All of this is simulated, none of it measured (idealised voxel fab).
Herein follows the process module entitled voxel wiring stack.
Pictured: cross-section cut, 230 nm wide, on a grid of 5 nm square cells.
Cross-section format: a grid of square cells, given as bands from top to bottom; each band is one or more rows of cells. Top, bottom (nm), then materials left to right with widths (nm); lone material tagged "everywhere" fills the whole band edge to edge; "air" = empty space. Heads up on the height convention: 0 is the point under which the incoming wafer is all one material, and the lowest band has no bottom, it just keeps going down, like "0..down". Top row gets the first number, bottom row gets the second, and each row in between changes by the same step: that is how a band width like "30..40" works. Reading "no change" for a step: not a cell of the cross-section changed in it. This entry, "Enclosed void listing", enumerates those empty regions of no fewer than 8 cells that possess no open connection to the top. Each region is reported in the form width x height at distance, the distance being taken from the left edge, with all three quantities expressed in nm. after a step's settings: what the simulator itself notes on the step. overlay nm: where the mask lay relative to plan, measured to the right, on steps with a mask; negatives go left. Layout of what follows: cross-section pairs, each bracketing one process step, the after cross-section shown only to the lowest band that changed, the step between and its settings noted under each pair. Pairs may originate in different runs of this module on the same starting wafer; a pair continues from the pair above only where its entry headed "Snapshot before" says so.
-- Snapshot before
* 175..155  SiO2 25 nm / W 25 nm / SiO2 25 nm / W 25 nm / SiO2 25 nm / W 25 nm / SiO2 25 nm / W 25 nm / SiO2 30 nm
* 155..150  SiO2 25 nm / TiN 25 nm / SiO2 25 nm / TiN 25 nm / SiO2 25 nm / TiN 25 nm / SiO2 25 nm / TiN 25 nm / SiO2 30 nm
* 150..140  Ru 20 nm / TiN 5 nm / lowk 15 nm / TiN 5 nm / Ru 75 nm / TiN 5 nm / lowk 15 nm / TiN 5 nm / Ru 85 nm
* 140..135  TiN 25 nm / SiCN 15 nm / TiN 85 nm / SiCN 15 nm / TiN 90 nm
* 135..110  SiO2 20 nm / SiCN 5 nm / Ru 25 nm / SiCN 5 nm / SiO2 15 nm / SiCN 5 nm / Ru 25 nm / SiCN 5 nm / SiO2 15 nm / SiCN 5 nm / Ru 25 nm / SiCN 5 nm / SiO2 15 nm / SiCN 5 nm / Ru 25 nm / SiCN 5 nm / SiO2 25 nm
* 110..105  SiCN 25 nm / TiN 25 nm / SiCN 25 nm / TiN 25 nm / SiCN 25 nm / TiN 25 nm / SiCN 25 nm / TiN 25 nm / SiCN 30 nm
* 105..95  SiO2 25 nm / TiN 5 nm / Ru 5 nm / TiN 5 nm / SiO2 85 nm / TiN 5 nm / Ru 5 nm / TiN 5 nm / SiO2 90 nm
* 95..90  SiCN 25 nm / TiN 15 nm / SiCN 85 nm / TiN 15 nm / SiCN 90 nm
* 90..70  SiO2 25 nm / TiN 5 nm / Cu 15 nm / TiN 5 nm / SiO2 25 nm / TiN 5 nm / Cu 15 nm / TiN 5 nm / SiO2 25 nm / TiN 5 nm / Cu 15 nm / TiN 5 nm / SiO2 25 nm / TiN 5 nm / Cu 15 nm / TiN 5 nm / SiO2 30 nm
* 70..65  SiN 25 nm / TiN 25 nm / SiN 25 nm / TiN 25 nm / SiN 25 nm / TiN 25 nm / SiN 25 nm / TiN 25 nm / SiN 30 nm
* 65..50  lowk 25 nm / Ru 15 nm / lowk 85 nm / Ru 15 nm / lowk 90 nm
* 50..45  SiCN 25 nm / Ru 15 nm / SiCN 85 nm / Ru 15 nm / SiCN 90 nm
* 45..20  SiO2 25 nm / TiN 5 nm / W 15 nm / TiN 5 nm / SiO2 25 nm / TiN 5 nm / W 15 nm / TiN 5 nm / SiO2 25 nm / TiN 5 nm / W 15 nm / TiN 5 nm / SiO2 25 nm / TiN 5 nm / W 15 nm / TiN 5 nm / SiO2 30 nm
* 20..15  SiCN 25 nm / TiN 25 nm / SiCN 25 nm / TiN 25 nm / SiCN 25 nm / TiN 25 nm / SiCN 25 nm / TiN 25 nm / SiCN 30 nm
* 15..0  SiO2 everywhere
* 0..down  Si everywhere
* Enclosed void listing: none
-- Step Result
* 180..175  SiN everywhere
* Note: structure below 175 unchanged.
* Enclosed void listing: none
The before and after cross-sections above are linked by CONFORMAL_DEP, material SiN, thk nm 5
